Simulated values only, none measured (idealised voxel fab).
The process module that follows is named voxel ribs on slabs.
150 nm wide, 5 nm square cells: that's cross-section cut.
For the purposes of this document, a cross-section shall be understood as a grid of square cells, specified as bands listed in top-to-bottom order, each band consisting of one or more rows of cells. Top height, bottom height, nm. Materials left to right, width each, nm. Single material + "all across" = fills band edge to edge. "blank" = empty. Counting heights begins at 0, where everything beneath is, in the wafer as received, one material. The lowest band has no bottom; it goes on downwards, as "0 down" shows. Quick explanation for "30->40": the width changes in equal steps down the rows of cells, from the first number in the band's top row to the second number in its bottom row. "remained unchanged", as given for a step, is the statement that not any cell of the cross-section underwent a change during that step. Enclosed voids (no open way to top), threshold 8 cells or more, entry "Trapped voids", notation width x height at distance, distance from left edge, nm. Step line, after settings: the simulator's comment on this step. overlay nm: how far to the right of its planned place the mask lay on this masked step (negative: to the left).
### Listed below are the process steps as planned
1) RECEIVE: material Si
2) DIRECTIONAL_DEP: material SiO2, thk nm 25
3) DIRECTIONAL_DEP: material polySi, thk nm 25
4) DIRECTIONAL_DEP: material aC, thk nm 10
5) PATTERN: tone cover, mask id RIB, material resist, width nm 25, thk nm 25, overlay nm 0
6) DIRECTIONAL_ETCH: etch materials aC, depth nm 10
7) STRIP: etch materials resist
8) DIRECTIONAL_ETCH: etch materials polySi, depth nm 10
9) STRIP: etch materials aC
10) MASKED_ETCH: tone cover, mask id SLAB, width nm 55, etch materials polySi, depth nm 15, overlay nm 0
11) FILL_DEP: material SiO2, thk nm 15
12) CMP: height nm 60
13) DIRECTIONAL_DEP: material W, thk nm 5
14) DIRECTIONAL_DEP: material aC, thk nm 10
15) PATTERN: tone cover, mask id HEATER, material resist, width nm 35, thk nm 30, overlay nm 0
16) DIRECTIONAL_ETCH: etch materials aC, depth nm 10
17) STRIP: etch materials resist
18) DIRECTIONAL_ETCH: etch materials W, depth nm 5
19) STRIP: etch materials aC
20) CONFORMAL_DEP: material SiN, thk nm 5
### Incoming wafer in cross-section (state: after step 1)
    0 down  Si all across
    Trapped voids: none
### Cross-section, first of two wafers, end of module, run as planned
    70 to 65  blank=50; SiN=45; blank=55
    65 to 60  SiN=55; W=35; SiN=60
    60 to 50  SiO2 all across
    50 to 40  SiO2=60; polySi=25; SiO2=65
    40 to 25  SiO2=45; polySi=55; SiO2=50
    25 to 0  SiO2 all across
    0 down  Si all across
    Trapped voids: none
### Here is the second of the two wafers cut open at the end of the module - same start, same plan as the first one, but we made one mistake running it
    70 to 65  blank=50; SiN=45; blank=55
    65 to 60  SiN=55; W=35; SiN=60
    60 to 50  SiO2 all across
    50 to 40  SiO2=50; polySi=25; SiO2=75
    40 to 25  SiO2=45; polySi=55; SiO2=50
    25 to 0  SiO2 all across
    0 down  Si all across
    Trapped voids: none
It is concluded that the wafer was processed incorrectly with respect to the plan, in that step 5 was not run as planned; what actually ran was PATTERN: tone cover, mask id RIB, material resist, width nm 25, thk nm 25, overlay nm -10
The concluding comparison shows that, measured in cells, each material is equally abundant on both wafers, albeit at different positions.
